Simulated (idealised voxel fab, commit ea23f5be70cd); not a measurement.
process module | voxel gate over fins
cross-section cut | 250 nm wide | cells 5 nm
A cross-section is a grid of square cells, given in bands from the top down. A band is one or more rows of cells.
Each band's line starts with the height of the band's top and of its bottom, in nm. Then come its materials from left to right, each with its width in nm. One material with "throughout" fills the band from edge to edge. "air" is empty space.
Height 0 is the level under which the wafer as received is all one material. The lowest band goes on downwards, as in "0 down".
A width such as "30 to 40" changes by the same amount from each row of cells to the next, from the band's top row to its bottom row.
"no change" after a step means that no cell of the cross-section changed.
closed voids: empty space of 8 cells or more with no open way to the top, each as width x height at its distance from the left edge, in nm
after a step's settings: what the simulator itself notes on the step
overlay nm, on a step with a mask: how far to the right of its planned place the mask lay; to the left if negative
plan
1 op RECEIVE | material Si
2 op CONFORMAL_DEP | material SiN | thk nm 5
3 op PATTERN | tone cover | mask id FINS | material resist | width nm 15 | pitch nm 40 | thk nm 15 | overlay nm 0
4 op DIRECTIONAL_ETCH | etch materials SiN | depth nm 5
5 op DIRECTIONAL_ETCH | etch materials Si | depth nm 35
6 op STRIP | etch materials resist
7 op FILL_DEP | material SiO2 | thk nm 15
8 op CMP | height nm 5
9 op SELECTIVE_ETCH | etch materials SiO2 | depth nm 15
10 op STRIP | etch materials SiN
11 op CONFORMAL_DEP | material HfO2 | thk nm 5
12 op CONFORMAL_DEP | material TiN | thk nm 5
13 op CONFORMAL_DEP | material TiAl | thk nm 5
14 op CONFORMAL_DEP | material TiN | thk nm 5
15 op FILL_DEP | material W | thk nm 10
16 op CMP | height nm 25
17 op CONFORMAL_DEP | material SiN | thk nm 10
varied across the wafers: width nm of step 3. The plan shows the first wafer's value. All wafers start alike
first wafer as received, after step 1
  0 down: Si throughout
  closed voids: none
each wafer at the end: cells of each material gained (+) or lost (-) since it was received, then its closed voids
width nm 15 | +66 HfO2 | -266 Si | +100 SiN | +190 SiO2 | +60 TiAl | +120 TiN | +80 W | closed voids: none
width nm 20 | +66 HfO2 | -238 Si | +100 SiN | +170 SiO2 | +54 TiAl | +120 TiN | +78 W | closed voids: none
width nm 25 | +66 HfO2 | -210 Si | +100 SiN | +150 SiO2 | +54 TiAl | +114 TiN | +76 W | closed voids: none
